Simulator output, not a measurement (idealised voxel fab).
process module | voxel wiring stack
cross-section cut | 160 nm wide | cells 5 nm
A cross-section is a grid of square cells, given in bands from the top down. A band is one or more rows of cells.
Each band's line starts with the height of the band's top and of its bottom, in nm. Then come its materials from left to right, each with its width in nm. One material with "throughout" fills the band from edge to edge. "air" is empty space.
Height 0 is the level under which the wafer as received is all one material. The lowest band goes on downwards, as in "0 down".
A width such as "30 to 40" changes by the same amount from each row of cells to the next, from the band's top row to its bottom row.
"no change" after a step means that no cell of the cross-section changed.
closed voids: empty space of 8 cells or more with no open way to the top, each as width x height at its distance from the left edge, in nm
after a step's settings: what the simulator itself notes on the step
overlay nm, on a step with a mask: how far to the right of its planned place the mask lay; to the left if negative
plan
1 op RECEIVE | material Si
2 op CONFORMAL_DEP | material SiO2 | thk nm 10
3 op DIRECTIONAL_DEP | material TiN | thk nm 5
4 op DIRECTIONAL_DEP | material Ru | thk nm 25
5 op MASKED_ETCH | tone cover | mask id METAL_1 | width nm 25 | pitch nm 50 | etch materials Ru | depth nm 25 | overlay nm 0
6 op MASKED_ETCH | tone cover | mask id METAL_1 | width nm 25 | pitch nm 50 | etch materials TiN | depth nm 5 | overlay nm 0
7 op CONFORMAL_DEP | material SiN | thk nm 5
8 op FILL_DEP | material lowk | thk nm 5
9 op CMP | height nm 40
10 op CONFORMAL_DEP | material SiCN | thk nm 5
11 op DIRECTIONAL_DEP | material SiO2 | thk nm 35
12 op DIRECTIONAL_DEP | material aC | thk nm 10
13 op PATTERN | tone open | mask id METAL_2_HOLES | material resist | width nm 15 | pitch nm 100 | thk nm 30 | overlay nm 0
14 op DIRECTIONAL_ETCH | etch materials aC | depth nm 10
15 op STRIP | etch materials resist
16 op DIRECTIONAL_ETCH | etch materials SiO2 | depth nm 35
17 op STRIP | etch materials aC
18 op PATTERN | tone open | mask id METAL_2 | material resist | width nm 25 | pitch nm 50 | thk nm 15 | overlay nm 0
19 op DIRECTIONAL_ETCH | etch materials SiO2 | depth nm 20
20 op DIRECTIONAL_ETCH | etch materials SiCN | depth nm 5
21 op STRIP | etch materials resist
22 op CONFORMAL_DEP | material TiN | thk nm 5
23 op FILL_DEP | material Cu | thk nm 10
24 op CMP | height nm 80
25 op CONFORMAL_DEP | material SiCN | thk nm 5
26 op DIRECTIONAL_DEP | material SiO2 | thk nm 30
27 op MASKED_ETCH | tone open | mask id METAL_3 | width nm 25 | pitch nm 50 | etch materials SiO2 | depth nm 15 | overlay nm 0
28 op DIRECTIONAL_DEP | material aC | thk nm 10
29 op PATTERN | tone open | mask id METAL_3_HOLES | material resist | width nm 15 | pitch nm 100 | thk nm 30 | overlay nm 0
30 op DIRECTIONAL_ETCH | etch materials aC | depth nm 10
31 op STRIP | etch materials resist
32 op DIRECTIONAL_ETCH | etch materials SiO2 | depth nm 15
33 op DIRECTIONAL_ETCH | etch materials SiCN | depth nm 5
34 op STRIP | etch materials aC
35 op CONFORMAL_DEP | material TiN | thk nm 5
36 op FILL_DEP | material Ru | thk nm 5
37 op CMP | height nm 115
38 op CONFORMAL_DEP | material SiCN | thk nm 5
39 op DIRECTIONAL_DEP | material lowk | thk nm 25
40 op DIRECTIONAL_DEP | material aC | thk nm 15
41 op PATTERN | tone open | mask id METAL_4_HOLES | material resist | width nm 15 | pitch nm 100 | thk nm 30 | overlay nm 0
42 op DIRECTIONAL_ETCH | etch materials aC | depth nm 15
43 op STRIP | etch materials resist
44 op DIRECTIONAL_ETCH | etch materials lowk | depth nm 25
45 op STRIP | etch materials aC
46 op DIRECTIONAL_DEP | material aC | thk nm 15
47 op PATTERN | tone open | mask id METAL_4 | material resist | width nm 25 | pitch nm 50 | thk nm 30 | overlay nm 0
48 op DIRECTIONAL_ETCH | etch materials aC | depth nm 15
49 op STRIP | etch materials resist
50 op DIRECTIONAL_ETCH | etch materials lowk | depth nm 15
51 op DIRECTIONAL_ETCH | etch materials SiCN | depth nm 5
52 op STRIP | etch materials aC
53 op CONFORMAL_DEP | material TiN | thk nm 5
54 op FILL_DEP | material Ru | thk nm 10
55 op CMP | height nm 145
56 op CONFORMAL_DEP | material SiN | thk nm 5
first wafer, as planned
as received, after step 1
  0 down: Si throughout
  closed voids: none
after step 2
  10 to 0: SiO2 throughout
  below 0: unchanged
after step 3
  15 to 10: TiN throughout
  below 10: unchanged
after step 4
  40 to 15: Ru throughout
  below 15: unchanged
after step 5
  40 to 15: air 15 | Ru 25 | air 25 | Ru 25 | air 25 | Ru 25 | air 20
  below 15: unchanged
after step 6
  40 to 15: air 15 | Ru 25 | air 25 | Ru 25 | air 25 | Ru 25 | air 20
  15 to 10: air 15 | TiN 25 | air 25 | TiN 25 | air 25 | TiN 25 | air 20
  below 10: unchanged
after step 7
  45 to 40: air 10 | SiN 35 | air 15 | SiN 35 | air 15 | SiN 35 | air 15
  40 to 15: air 10 | SiN 5 | Ru 25 | SiN 5 | air 15 | SiN 5 | Ru 25 | SiN 5 | air 15 | SiN 5 | Ru 25 | SiN 5 | air 15
  15 to 10: SiN 15 | TiN 25 | SiN 25 | TiN 25 | SiN 25 | TiN 25 | SiN 20
  below 10: unchanged
after step 8
  50 to 45: lowk throughout
  45 to 40: lowk 10 | SiN 35 | lowk 15 | SiN 35 | lowk 15 | SiN 35 | lowk 15
  40 to 15: lowk 10 | SiN 5 | Ru 25 | SiN 5 | lowk 15 | SiN 5 | Ru 25 | SiN 5 | lowk 15 | SiN 5 | Ru 25 | SiN 5 | lowk 15
  below 15: unchanged
after step 9
  40 to 15: lowk 10 | SiN 5 | Ru 25 | SiN 5 | lowk 15 | SiN 5 | Ru 25 | SiN 5 | lowk 15 | SiN 5 | Ru 25 | SiN 5 | lowk 15
  below 15: unchanged
after step 10
  45 to 40: SiCN throughout
  below 40: unchanged
after step 11
  80 to 45: SiO2 throughout
  below 45: unchanged
after step 12
  90 to 80: aC throughout
  below 80: unchanged
after step 13
  120 to 90: resist 15 | air 15 | resist 85 | air 15 | resist 30
  below 90: unchanged
after step 14
  110 to 90: resist 15 | air 15 | resist 85 | air 15 | resist 30
  90 to 80: aC 15 | air 15 | aC 85 | air 15 | aC 30
  below 80: unchanged
after step 15
  90 to 80: aC 15 | air 15 | aC 85 | air 15 | aC 30
  below 80: unchanged
after step 16
  90 to 80: aC 15 | air 15 | aC 85 | air 15 | aC 30
  80 to 45: SiO2 15 | air 15 | SiO2 85 | air 15 | SiO2 30
  below 45: unchanged
after step 17
  80 to 45: SiO2 15 | air 15 | SiO2 85 | air 15 | SiO2 30
  below 45: unchanged
after step 18
  95 to 80: resist 15 | air 25 | resist 25 | air 25 | resist 25 | air 25 | resist 20
  below 80: unchanged
after step 19
  95 to 80: resist 15 | air 25 | resist 25 | air 25 | resist 25 | air 25 | resist 20
  80 to 60: SiO2 15 | air 25 | SiO2 25 | air 25 | SiO2 25 | air 25 | SiO2 20
  below 60: unchanged
after step 20
  95 to 80: resist 15 | air 25 | resist 25 | air 25 | resist 25 | air 25 | resist 20
  80 to 60: SiO2 15 | air 25 | SiO2 25 | air 25 | SiO2 25 | air 25 | SiO2 20
  60 to 45: SiO2 15 | air 15 | SiO2 85 | air 15 | SiO2 30
  45 to 40: SiCN 15 | air 15 | SiCN 85 | air 15 | SiCN 30
  below 40: unchanged
after step 21
  80 to 60: SiO2 15 | air 25 | SiO2 25 | air 25 | SiO2 25 | air 25 | SiO2 20
  below 60: unchanged
after step 22
  85 to 80: TiN 20 | air 15 | TiN 35 | air 15 | TiN 35 | air 15 | TiN 25
  80 to 65: SiO2 15 | TiN 5 | air 15 | TiN 5 | SiO2 25 | TiN 5 | air 15 | TiN 5 | SiO2 25 | TiN 5 | air 15 | TiN 5 | SiO2 20
  65 to 60: SiO2 15 | TiN 5 | air 5 | TiN 15 | SiO2 25 | TiN 25 | SiO2 25 | TiN 5 | air 5 | TiN 15 | SiO2 20
  60 to 45: SiO2 15 | TiN 5 | air 5 | TiN 5 | SiO2 85 | TiN 5 | air 5 | TiN 5 | SiO2 30
  45 to 40: SiCN 15 | TiN 15 | SiCN 85 | TiN 15 | SiCN 30
  below 40: unchanged
after step 23
  95 to 85: Cu throughout
  85 to 80: TiN 20 | Cu 15 | TiN 35 | Cu 15 | TiN 35 | Cu 15 | TiN 25
  80 to 65: SiO2 15 | TiN 5 | Cu 15 | TiN 5 | SiO2 25 | TiN 5 | Cu 15 | TiN 5 | SiO2 25 | TiN 5 | Cu 15 | TiN 5 | SiO2 20
  65 to 60: SiO2 15 | TiN 5 | Cu 5 | TiN 15 | SiO2 25 | TiN 25 | SiO2 25 | TiN 5 | Cu 5 | TiN 15 | SiO2 20
  60 to 45: SiO2 15 | TiN 5 | Cu 5 | TiN 5 | SiO2 85 | TiN 5 | Cu 5 | TiN 5 | SiO2 30
  below 45: unchanged
after step 24
  80 to 65: SiO2 15 | TiN 5 | Cu 15 | TiN 5 | SiO2 25 | TiN 5 | Cu 15 | TiN 5 | SiO2 25 | TiN 5 | Cu 15 | TiN 5 | SiO2 20
  below 65: unchanged
after step 25
  85 to 80: SiCN throughout
  below 80: unchanged
after step 26
  115 to 85: SiO2 throughout
  below 85: unchanged
after step 27
  115 to 100: SiO2 15 | air 25 | SiO2 25 | air 25 | SiO2 25 | air 25 | SiO2 20
  below 100: unchanged
after step 28
  125 to 115: aC 15 | air 25 | aC 25 | air 25 | aC 25 | air 25 | aC 20
  115 to 110: SiO2 15 | air 25 | SiO2 25 | air 25 | SiO2 25 | air 25 | SiO2 20
  110 to 100: SiO2 15 | aC 25 | SiO2 25 | aC 25 | SiO2 25 | aC 25 | SiO2 20
  below 100: unchanged
after step 29
  155 to 125: resist 15 | air 15 | resist 85 | air 15 | resist 30
  125 to 115: aC 15 | air 15 | resist 10 | aC 25 | resist 25 | aC 25 | air 15 | resist 10 | aC 20
  115 to 110: SiO2 15 | air 15 | resist 10 | SiO2 25 | resist 25 | SiO2 25 | air 15 | resist 10 | SiO2 20
  below 110: unchanged
after step 30
  145 to 125: resist 15 | air 15 | resist 85 | air 15 | resist 30
  125 to 115: aC 15 | air 15 | resist 10 | aC 25 | resist 25 | aC 25 | air 15 | resist 10 | aC 20
  115 to 110: SiO2 15 | air 15 | resist 10 | SiO2 25 | resist 25 | SiO2 25 | air 15 | resist 10 | SiO2 20
  110 to 100: SiO2 15 | air 15 | aC 10 | SiO2 25 | aC 25 | SiO2 25 | air 15 | aC 10 | SiO2 20
  below 100: unchanged
after step 31
  125 to 115: aC 15 | air 25 | aC 25 | air 25 | aC 25 | air 25 | aC 20
  115 to 110: SiO2 15 | air 25 | SiO2 25 | air 25 | SiO2 25 | air 25 | SiO2 20
  below 110: unchanged
after step 32
  125 to 115: aC 15 | air 25 | aC 25 | air 25 | aC 25 | air 25 | aC 20
  115 to 110: SiO2 15 | air 25 | SiO2 25 | air 25 | SiO2 25 | air 25 | SiO2 20
  110 to 100: SiO2 15 | air 15 | aC 10 | SiO2 25 | aC 25 | SiO2 25 | air 15 | aC 10 | SiO2 20
  100 to 85: SiO2 15 | air 15 | SiO2 85 | air 15 | SiO2 30
  below 85: unchanged
after step 33
  125 to 115: aC 15 | air 25 | aC 25 | air 25 | aC 25 | air 25 | aC 20
  115 to 110: SiO2 15 | air 25 | SiO2 25 | air 25 | SiO2 25 | air 25 | SiO2 20
  110 to 100: SiO2 15 | air 15 | aC 10 | SiO2 25 | aC 25 | SiO2 25 | air 15 | aC 10 | SiO2 20
  100 to 85: SiO2 15 | air 15 | SiO2 85 | air 15 | SiO2 30
  85 to 80: SiCN 15 | air 15 | SiCN 85 | air 15 | SiCN 30
  below 80: unchanged
after step 34
  115 to 100: SiO2 15 | air 25 | SiO2 25 | air 25 | SiO2 25 | air 25 | SiO2 20
  below 100: unchanged
after step 35
  120 to 115: TiN 20 | air 15 | TiN 35 | air 15 | TiN 35 | air 15 | TiN 25
  115 to 105: SiO2 15 | TiN 5 | air 15 | TiN 5 | SiO2 25 | TiN 5 | air 15 | TiN 5 | SiO2 25 | TiN 5 | air 15 | TiN 5 | SiO2 20
  105 to 100: SiO2 15 | TiN 5 | air 5 | TiN 15 | SiO2 25 | TiN 25 | SiO2 25 | TiN 5 | air 5 | TiN 15 | SiO2 20
  100 to 85: SiO2 15 | TiN 5 | air 5 | TiN 5 | SiO2 85 | TiN 5 | air 5 | TiN 5 | SiO2 30
  85 to 80: SiCN 15 | TiN 15 | SiCN 85 | TiN 15 | SiCN 30
  below 80: unchanged
after step 36
  125 to 120: Ru throughout
  120 to 115: TiN 20 | Ru 15 | TiN 35 | Ru 15 | TiN 35 | Ru 15 | TiN 25
  115 to 105: SiO2 15 | TiN 5 | Ru 15 | TiN 5 | SiO2 25 | TiN 5 | Ru 15 | TiN 5 | SiO2 25 | TiN 5 | Ru 15 | TiN 5 | SiO2 20
  105 to 100: SiO2 15 | TiN 5 | Ru 5 | TiN 15 | SiO2 25 | TiN 25 | SiO2 25 | TiN 5 | Ru 5 | TiN 15 | SiO2 20
  100 to 85: SiO2 15 | TiN 5 | Ru 5 | TiN 5 | SiO2 85 | TiN 5 | Ru 5 | TiN 5 | SiO2 30
  below 85: unchanged
after step 37
  115 to 105: SiO2 15 | TiN 5 | Ru 15 | TiN 5 | SiO2 25 | TiN 5 | Ru 15 | TiN 5 | SiO2 25 | TiN 5 | Ru 15 | TiN 5 | SiO2 20
  below 105: unchanged
after step 38
  120 to 115: SiCN throughout
  below 115: unchanged
after step 39
  145 to 120: lowk throughout
  below 120: unchanged
after step 40
  160 to 145: aC throughout
  below 145: unchanged
after step 41
  190 to 160: resist 15 | air 15 | resist 85 | air 15 | resist 30
  below 160: unchanged
after step 42
  175 to 160: resist 15 | air 15 | resist 85 | air 15 | resist 30
  160 to 145: aC 15 | air 15 | aC 85 | air 15 | aC 30
  below 145: unchanged
after step 43
  160 to 145: aC 15 | air 15 | aC 85 | air 15 | aC 30
  below 145: unchanged
after step 44
  160 to 145: aC 15 | air 15 | aC 85 | air 15 | aC 30
  145 to 120: lowk 15 | air 15 | lowk 85 | air 15 | lowk 30
  below 120: unchanged
after step 45
  145 to 120: lowk 15 | air 15 | lowk 85 | air 15 | lowk 30
  below 120: unchanged
after step 46
  160 to 145: aC 15 | air 15 | aC 85 | air 15 | aC 30
  145 to 135: lowk 15 | air 15 | lowk 85 | air 15 | lowk 30
  135 to 120: lowk 15 | aC 15 | lowk 85 | aC 15 | lowk 30
  below 120: unchanged
after step 47
  190 to 160: resist 15 | air 25 | resist 25 | air 25 | resist 25 | air 25 | resist 20
  below 160: unchanged
after step 48
  175 to 160: resist 15 | air 25 | resist 25 | air 25 | resist 25 | air 25 | resist 20
  160 to 145: aC 15 | air 25 | aC 25 | air 25 | aC 25 | air 25 | aC 20
  145 to 120: lowk 15 | air 15 | lowk 85 | air 15 | lowk 30
  below 120: unchanged
after step 49
  160 to 145: aC 15 | air 25 | aC 25 | air 25 | aC 25 | air 25 | aC 20
  below 145: unchanged
after step 50
  160 to 145: aC 15 | air 25 | aC 25 | air 25 | aC 25 | air 25 | aC 20
  145 to 130: lowk 15 | air 25 | lowk 25 | air 25 | lowk 25 | air 25 | lowk 20
  below 130: unchanged
after step 51
  160 to 145: aC 15 | air 25 | aC 25 | air 25 | aC 25 | air 25 | aC 20
  145 to 130: lowk 15 | air 25 | lowk 25 | air 25 | lowk 25 | air 25 | lowk 20
  130 to 120: lowk 15 | air 15 | lowk 85 | air 15 | lowk 30
  120 to 115: SiCN 15 | air 15 | SiCN 85 | air 15 | SiCN 30
  below 115: unchanged
after step 52
  145 to 130: lowk 15 | air 25 | lowk 25 | air 25 | lowk 25 | air 25 | lowk 20
  below 130: unchanged
after step 53
  150 to 145: TiN 20 | air 15 | TiN 35 | air 15 | TiN 35 | air 15 | TiN 25
  145 to 135: lowk 15 | TiN 5 | air 15 | TiN 5 | lowk 25 | TiN 5 | air 15 | TiN 5 | lowk 25 | TiN 5 | air 15 | TiN 5 | lowk 20
  135 to 130: lowk 15 | TiN 5 | air 5 | TiN 15 | lowk 25 | TiN 25 | lowk 25 | TiN 5 | air 5 | TiN 15 | lowk 20
  130 to 120: lowk 15 | TiN 5 | air 5 | TiN 5 | lowk 85 | TiN 5 | air 5 | TiN 5 | lowk 30
  120 to 115: SiCN 15 | TiN 15 | SiCN 85 | TiN 15 | SiCN 30
  below 115: unchanged
after step 54
  160 to 150: Ru throughout
  150 to 145: TiN 20 | Ru 15 | TiN 35 | Ru 15 | TiN 35 | Ru 15 | TiN 25
  145 to 135: lowk 15 | TiN 5 | Ru 15 | TiN 5 | lowk 25 | TiN 5 | Ru 15 | TiN 5 | lowk 25 | TiN 5 | Ru 15 | TiN 5 | lowk 20
  135 to 130: lowk 15 | TiN 5 | Ru 5 | TiN 15 | lowk 25 | TiN 25 | lowk 25 | TiN 5 | Ru 5 | TiN 15 | lowk 20
  130 to 120: lowk 15 | TiN 5 | Ru 5 | TiN 5 | lowk 85 | TiN 5 | Ru 5 | TiN 5 | lowk 30
  below 120: unchanged
after step 55
  145 to 135: lowk 15 | TiN 5 | Ru 15 | TiN 5 | lowk 25 | TiN 5 | Ru 15 | TiN 5 | lowk 25 | TiN 5 | Ru 15 | TiN 5 | lowk 20
  below 135: unchanged
after step 56
  150 to 145: SiN throughout
  below 145: unchanged
second wafer: like start, like plan, one mistake. Through step 53 it matches the first wafer
when step 54 should have ended
  160 to 150: aC throughout
  150 to 145: TiN 20 | aC 15 | TiN 35 | aC 15 | TiN 35 | aC 15 | TiN 25
  145 to 135: lowk 15 | TiN 5 | aC 15 | TiN 5 | lowk 25 | TiN 5 | aC 15 | TiN 5 | lowk 25 | TiN 5 | aC 15 | TiN 5 | lowk 20
  135 to 130: lowk 15 | TiN 5 | aC 5 | TiN 15 | lowk 25 | TiN 25 | lowk 25 | TiN 5 | aC 5 | TiN 15 | lowk 20
  130 to 120: lowk 15 | TiN 5 | aC 5 | TiN 5 | lowk 85 | TiN 5 | aC 5 | TiN 5 | lowk 30
  below 120: unchanged
when step 55 should have ended
  145 to 135: lowk 15 | TiN 5 | aC 15 | TiN 5 | lowk 25 | TiN 5 | aC 15 | TiN 5 | lowk 25 | TiN 5 | aC 15 | TiN 5 | lowk 20
  below 135: unchanged
when step 56 should have ended
  150 to 145: SiN throughout
  below 145: unchanged
what went wrong: step 54 ran as: op FILL_DEP | material aC | thk nm 10
at the end the second wafer has, in cells: 24 fewer of Ru | 24 more of aC
